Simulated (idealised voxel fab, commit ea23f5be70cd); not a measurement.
process module | voxel wiring stack
Cross-section cut: width 210 nm, square cells of 5 nm.
When this document writes out a cross-section, it uses a grid of square cells and lists it as bands, beginning at the top and moving down, with a band standing for one or more rows of cells. It is stipulated that each band's entry specify, in nanometres, the height of the top of the band and then that of its bottom, followed by the materials of the band in left-to-right sequence, each together with its width in nanometres. A single material marked by the word "everywhere" is understood to fill the band from edge to edge; the word "empty" is understood to denote empty space. Height reference: 0 = level under which incoming wafer is all one material. Lowest band: no bottom, runs on downward, e.g. "top 0, no bottom". Per-row width for "30..40": begins at first number (top row of band), ends at second number (bottom row), increment between rows held constant. Any step labelled "no change occurred" changed none of the cells in the cross-section. Any empty space of 8 cells or more lacking an open way to the top shows up in "Trapped void list" as width x height at distance, distance from the left edge, in nm. Whatever follows a step's settings on its line is a remark the simulator itself makes about that step. overlay nm: where the mask lay relative to plan, measured to the right, on steps with a mask; negatives go left.

## List of planned process steps
1. RECEIVE (material Si)
2. CONFORMAL_DEP (material SiO2; thk nm 10)
3. DIRECTIONAL_DEP (material TiN; thk nm 5)
4. DIRECTIONAL_DEP (material W; thk nm 15)
5. PATTERN (tone cover; mask id METAL_1; material resist; width nm 30; pitch nm 60; thk nm 15; overlay nm 0)
6. DIRECTIONAL_ETCH (etch materials W; depth nm 15)
7. DIRECTIONAL_ETCH (etch materials TiN; depth nm 5)
8. STRIP (etch materials resist)
9. FILL_DEP (material SiO2; thk nm 5)
10. CMP (height nm 30)
11. CONFORMAL_DEP (material SiCN; thk nm 5)
12. DIRECTIONAL_DEP (material SiO2; thk nm 10)
13. DIRECTIONAL_DEP (material aC; thk nm 10)
14. PATTERN (tone open; mask id PLUG_1; material resist; width nm 15; pitch nm 60; thk nm 25; overlay nm 0)
15. DIRECTIONAL_ETCH (etch materials aC; depth nm 10)
16. STRIP (etch materials resist)
17. DIRECTIONAL_ETCH (etch materials SiO2; depth nm 10)
18. DIRECTIONAL_ETCH (etch materials SiCN; depth nm 5)
19. STRIP (etch materials aC)
20. EPI (material Ru; thk nm 10)
21. EPI (material Ru; thk nm 5)
22. CONFORMAL_DEP (material SiN; thk nm 5)
23. DIRECTIONAL_DEP (material SiO2; thk nm 15)
24. DIRECTIONAL_DEP (material aC; thk nm 15)
25. PATTERN (tone open; mask id METAL_2; material resist; width nm 30; pitch nm 60; thk nm 30; overlay nm 0)
26. DIRECTIONAL_ETCH (etch materials aC; depth nm 15)
27. STRIP (etch materials resist)
28. DIRECTIONAL_ETCH (etch materials SiO2; depth nm 15)
29. DIRECTIONAL_ETCH (etch materials SiN; depth nm 5)
30. STRIP (etch materials aC)
31. CONFORMAL_DEP (material TiN; thk nm 5)
32. FILL_DEP (material W; thk nm 10)
33. CMP (height nm 65)
34. CONFORMAL_DEP (material SiCN; thk nm 5)
35. DIRECTIONAL_DEP (material lowk; thk nm 15)
36. DIRECTIONAL_DEP (material aC; thk nm 10)
37. PATTERN (tone open; mask id PLUG_2; material resist; width nm 15; pitch nm 60; thk nm 25; overlay nm 0)
38. DIRECTIONAL_ETCH (etch materials aC; depth nm 10)
39. STRIP (etch materials resist)
40. DIRECTIONAL_ETCH (etch materials lowk; depth nm 15)
41. DIRECTIONAL_ETCH (etch materials SiCN; depth nm 5)
42. STRIP (etch materials aC)
43. EPI (material Ru; thk nm 10)
44. EPI (material Ru; thk nm 10)
45. DIRECTIONAL_DEP (material TiN; thk nm 5)
46. DIRECTIONAL_DEP (material Ru; thk nm 15)
47. DIRECTIONAL_DEP (material aC; thk nm 10)
48. PATTERN (tone cover; mask id METAL_3; material resist; width nm 30; pitch nm 60; thk nm 25; overlay nm 0)
49. DIRECTIONAL_ETCH (etch materials aC; depth nm 10)
50. STRIP (etch materials resist)
51. DIRECTIONAL_ETCH (etch materials Ru; depth nm 15)
52. DIRECTIONAL_ETCH (etch materials TiN; depth nm 5)
53. STRIP (etch materials aC)
54. FILL_DEP (material lowk; thk nm 5)
55. CMP (height nm 105)
56. CONFORMAL_DEP (material SiCN; thk nm 5)
57. DIRECTIONAL_DEP (material SiO2; thk nm 20)
58. MASKED_ETCH (tone open; mask id PLUG_3; width nm 15; pitch nm 120; etch materials SiO2; depth nm 20; overlay nm 0)
59. MASKED_ETCH (tone open; mask id PLUG_3; width nm 15; pitch nm 120; etch materials SiCN; depth nm 5; overlay nm 0)
60. CONFORMAL_DEP (material TiN; thk nm 5)
61. FILL_DEP (material Cu; thk nm 5)
62. CMP (height nm 130)
63. DIRECTIONAL_DEP (material TiN; thk nm 5)
64. DIRECTIONAL_DEP (material W; thk nm 15)
65. PATTERN (tone cover; mask id METAL_4; material resist; width nm 30; pitch nm 60; thk nm 15; overlay nm 0)
66. DIRECTIONAL_ETCH (etch materials W; depth nm 15)
67. DIRECTIONAL_ETCH (etch materials TiN; depth nm 5)
68. STRIP (etch materials resist)
69. FILL_DEP (material lowk; thk nm 10)
70. CMP (height nm 150)
71. CONFORMAL_DEP (material SiCN; thk nm 5)

## Wafer as received: cross-section following step 1
* top 0, no bottom | Si everywhere
* Trapped void list: none

## This is how the wafer looks in cross-section once the module is done, given the starting state and plan above and one mistake in carrying the plan out
* top 155, bottom 150 | SiCN everywhere
* top 150, bottom 145 | lowk=30  TiN=30  lowk=30  TiN=30  lowk=30  TiN=30  lowk=30
* top 145, bottom 130 | W everywhere
* top 130, bottom 110 | SiO2=30  TiN=5  Cu=5  TiN=5  SiO2=105  TiN=5  Cu=5  TiN=5  SiO2=45
* top 110, bottom 105 | SiCN=30  TiN=15  SiCN=105  TiN=15  SiCN=45
* top 105, bottom 90 | lowk=30  Ru=30  lowk=30  Ru=30  lowk=30  Ru=30  lowk=30
* top 90, bottom 85 | lowk=30  TiN=30  lowk=30  TiN=30  lowk=30  TiN=30  lowk=30
* top 85, bottom 70 | lowk=30  Ru=15  lowk=45  Ru=15  lowk=45  Ru=15  lowk=45
* top 70, bottom 65 | SiCN=30  Ru=15  SiCN=45  Ru=15  SiCN=45  Ru=15  SiCN=45
* top 65, bottom 50 | SiO2=30  TiN=5  W=20  TiN=5  SiO2=30  TiN=5  W=20  TiN=5  SiO2=30  TiN=5  W=20  TiN=5  SiO2=30
* top 50, bottom 45 | SiN=30  TiN=30  SiN=30  TiN=30  SiN=30  TiN=30  SiN=30
* top 45, bottom 35 | SiO2=30  Ru=15  SiO2=45  Ru=15  SiO2=45  Ru=15  SiO2=45
* top 35, bottom 30 | SiCN=30  Ru=15  SiCN=45  Ru=15  SiCN=45  Ru=15  SiCN=45
* top 30, bottom 15 | SiO2=30  W=30  SiO2=30  W=30  SiO2=30  W=30  SiO2=30
* top 15, bottom 10 | SiO2=30  TiN=30  SiO2=30  TiN=30  SiO2=30  TiN=30  SiO2=30
* top 10, bottom 0 | SiO2 everywhere
* top 0, no bottom | Si everywhere
* Trapped void list: none
Against the plan, the run slipped here: sequence error: steps 63 and 64 interchanged
